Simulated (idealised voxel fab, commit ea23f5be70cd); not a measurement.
A process module follows: voxel gate over fins.
For reference, the cross-section in this document is cut, with width 195 nm and square cells of 5 nm.
Heads up, the way a cross-section reads in here is a grid of square cells, handed over as bands from the top down, with every band being one or more rows of cells. Top height, bottom height, nm. Materials left to right, width each, nm. Single material + "all across" = fills band edge to edge. "empty" = empty. Height datum 0, below which the as-received substrate wafer is one material. Lowest band open at the bottom, running downward: "top 0, no bottom". It should be noted that a width expressed as "30 to 40" varies in equal increments from row to row of cells within the band, taking the value of the first number at the top row and that of the second number at the bottom row. You'll sometimes find "no modifications" written for a step, and that's the way of saying that nowhere in the cross-section did a cell change during that step. In "Enclosed voids" the enclosed voids are listed, meaning empty spaces of 8 cells or larger without any opening to the top. The form is width x height at distance, distance from the left edge, units nm. Step line, after settings: the simulator's comment on this step. overlay nm: where the mask lay relative to plan, measured to the right, on steps with a mask; negatives go left.

THE STEPS PLANNED FOR THE PROCESS ARE AS FOLLOWS
1. op RECEIVE | material Si
2. op CONFORMAL_DEP | material SiN | thk nm 5
3. op PATTERN | tone cover | mask id FINS | material resist | width nm 15 | pitch nm 60 | thk nm 15 | overlay nm 0
4. op DIRECTIONAL_ETCH | etch materials SiN | depth nm 5
5. op DIRECTIONAL_ETCH | etch materials Si | depth nm 40
6. op STRIP | etch materials resist
7. op FILL_DEP | material SiO2 | thk nm 15
8. op CMP | height nm 5
9. op PATTERN | tone open | mask id RAIL | material resist | width nm 15 | thk nm 15 | overlay nm 0
10. op DIRECTIONAL_ETCH | etch materials SiO2 | depth nm 40
11. op STRIP | etch materials resist
12. op CONFORMAL_DEP | material TiN | thk nm 5
13. op FILL_DEP | material W | thk nm 5
14. op CMP | height nm 5
15. op SELECTIVE_ETCH | etch materials W Ru TiN | depth nm 25
16. op FILL_DEP | material SiO2 | thk nm 5
17. op CMP | height nm 5
18. op SELECTIVE_ETCH | etch materials SiO2 | depth nm 20
19. op STRIP | etch materials SiN
20. op CONFORMAL_DEP | material HfO2 | thk nm 5
21. op CONFORMAL_DEP | material TiN | thk nm 5
22. op CONFORMAL_DEP | material TiAl | thk nm 5
23. op CONFORMAL_DEP | material TiN | thk nm 5
24. op FILL_DEP | material W | thk nm 10
25. op CMP | height nm 25
26. op CONFORMAL_DEP | material SiCN | thk nm 5

THE CROSS-SECTION HERE SHOWS THE WAFER AS RECEIVED, I.E. IN ITS STATE AFTER STEP 1
top 0, no bottom  Si all across
Enclosed voids: none

LOOKING AT THE FIRST OF TWO WAFERS IN CROSS-SECTION AT END OF MODULE - RAN TO PLAN
top 30, bottom 25  SiCN all across
top 25, bottom 20  W all across
top 20, bottom 15  W=10, then TiN=55, then W=5, then TiN=55, then W=5, then TiN=55, then W=10
top 15, bottom 10  W=10, then TiN=5, then TiAl=45, then TiN=5, then W=5, then TiN=5, then TiAl=45, then TiN=5, then W=5, then TiN=5, then TiAl=45, then TiN=5, then W=10
top 10, bottom 5  W=10, then TiN=5, then TiAl=5, then TiN=35, then TiAl=5, then TiN=5, then W=5, then TiN=5, then TiAl=5, then TiN=35, then TiAl=5, then TiN=5, then W=5, then TiN=5, then TiAl=5, then TiN=35, then TiAl=5, then TiN=5, then W=10
top 5, bottom 0  TiN=15, then TiAl=5, then TiN=5, then HfO2=25, then TiN=5, then TiAl=5, then TiN=15, then TiAl=5, then TiN=5, then HfO2=25, then TiN=5, then TiAl=5, then TiN=15, then TiAl=5, then TiN=5, then HfO2=25, then TiN=5, then TiAl=5, then TiN=15
top 0, bottom -5  TiAl=20, then TiN=5, then HfO2=5, then Si=15, then HfO2=5, then TiN=5, then TiAl=25, then TiN=5, then HfO2=5, then Si=15, then HfO2=5, then TiN=5, then TiAl=25, then TiN=5, then HfO2=5, then Si=15, then HfO2=5, then TiN=5, then TiAl=20
top -5, bottom -10  TiN=25, then HfO2=5, then Si=15, then HfO2=5, then TiN=35, then HfO2=5, then Si=15, then HfO2=5, then TiN=35, then HfO2=5, then Si=15, then HfO2=5, then TiN=25
top -10, bottom -15  HfO2=30, then Si=15, then HfO2=45, then Si=15, then HfO2=45, then Si=15, then HfO2=30
top -15, bottom -20  SiO2=30, then Si=15, then SiO2=45, then Si=15, then SiO2=45, then Si=15, then SiO2=30
top -20, bottom -30  SiO2=30, then Si=15, then SiO2=15, then TiN=5, then W=5, then TiN=5, then SiO2=15, then Si=15, then SiO2=45, then Si=15, then SiO2=30
top -30, bottom -35  SiO2=30, then Si=15, then SiO2=15, then TiN=15, then SiO2=15, then Si=15, then SiO2=45, then Si=15, then SiO2=30
top -35, bottom -40  SiO2=30, then Si=15, then SiO2=45, then Si=15, then SiO2=45, then Si=15, then SiO2=30
top -40, no bottom  Si all across
Enclosed voids: none

END-OF-MODULE CROSS-SECTION OF THE SECOND WAFER: IDENTICAL STARTING POINT AND PROCESS PLAN TO THE FIRST, WITH ONE PROCESSING MISTAKE
top 30, bottom 25  SiCN all across
top 25, bottom 20  W all across
top 20, bottom 15  W=10, then TiN=55, then W=5, then TiN=55, then W=5, then TiN=55, then W=10
top 15, bottom 10  W=10, then TiN=5, then TiAl=45, then TiN=5, then W=5, then TiN=5, then TiAl=45, then TiN=5, then W=5, then TiN=5, then TiAl=45, then TiN=5, then W=10
top 10, bottom 5  W=10, then TiN=5, then TiAl=5, then TiN=35, then TiAl=5, then TiN=5, then W=5, then TiN=5, then TiAl=5, then TiN=35, then TiAl=5, then TiN=5, then W=5, then TiN=5, then TiAl=5, then TiN=35, then TiAl=5, then TiN=5, then W=10
top 5, bottom 0  TiN=15, then TiAl=5, then TiN=5, then HfO2=25, then TiN=5, then TiAl=5, then TiN=15, then TiAl=5, then TiN=5, then HfO2=25, then TiN=5, then TiAl=5, then TiN=15, then TiAl=5, then TiN=5, then HfO2=25, then TiN=5, then TiAl=5, then TiN=15
top 0, bottom -5  TiAl=20, then TiN=5, then HfO2=5, then Si=15, then HfO2=5, then TiN=5, then TiAl=25, then TiN=5, then HfO2=5, then Si=15, then HfO2=5, then TiN=5, then TiAl=25, then TiN=5, then HfO2=5, then Si=15, then HfO2=5, then TiN=5, then TiAl=20
top -5, bottom -10  TiN=25, then HfO2=5, then Si=15, then HfO2=5, then TiN=35, then HfO2=5, then Si=15, then HfO2=5, then TiN=35, then HfO2=5, then Si=15, then HfO2=5, then TiN=25
top -10, bottom -15  HfO2=30, then Si=15, then HfO2=45, then Si=15, then HfO2=45, then Si=15, then HfO2=30
top -15, bottom -20  SiO2=30, then Si=15, then SiO2=45, then Si=15, then SiO2=45, then Si=15, then SiO2=30
top -20, bottom -30  W=25, then TiN=5, then Si=15, then TiN=5, then W=5, then TiN=5, then SiO2=15, then TiN=5, then W=5, then TiN=5, then Si=15, then TiN=5, then W=35, then TiN=5, then Si=15, then TiN=5, then W=25
top -30, bottom -35  TiN=30, then Si=15, then TiN=15, then SiO2=15, then TiN=15, then Si=15, then TiN=45, then Si=15, then TiN=30
top -35, bottom -40  SiO2=30, then Si=15, then SiO2=45, then Si=15, then SiO2=45, then Si=15, then SiO2=30
top -40, no bottom  Si all across
Enclosed voids: none
Misprocessing identified: so step 9 ended up running with a different setting than we planned, it ran as op PATTERN | tone cover | mask id RAIL | material resist | width nm 15 | thk nm 15 | overlay nm 0
Looking at both finished wafers in cells, the second ends up ahead of or behind the first on some materials: SiO2 -72, TiN +36, W +36
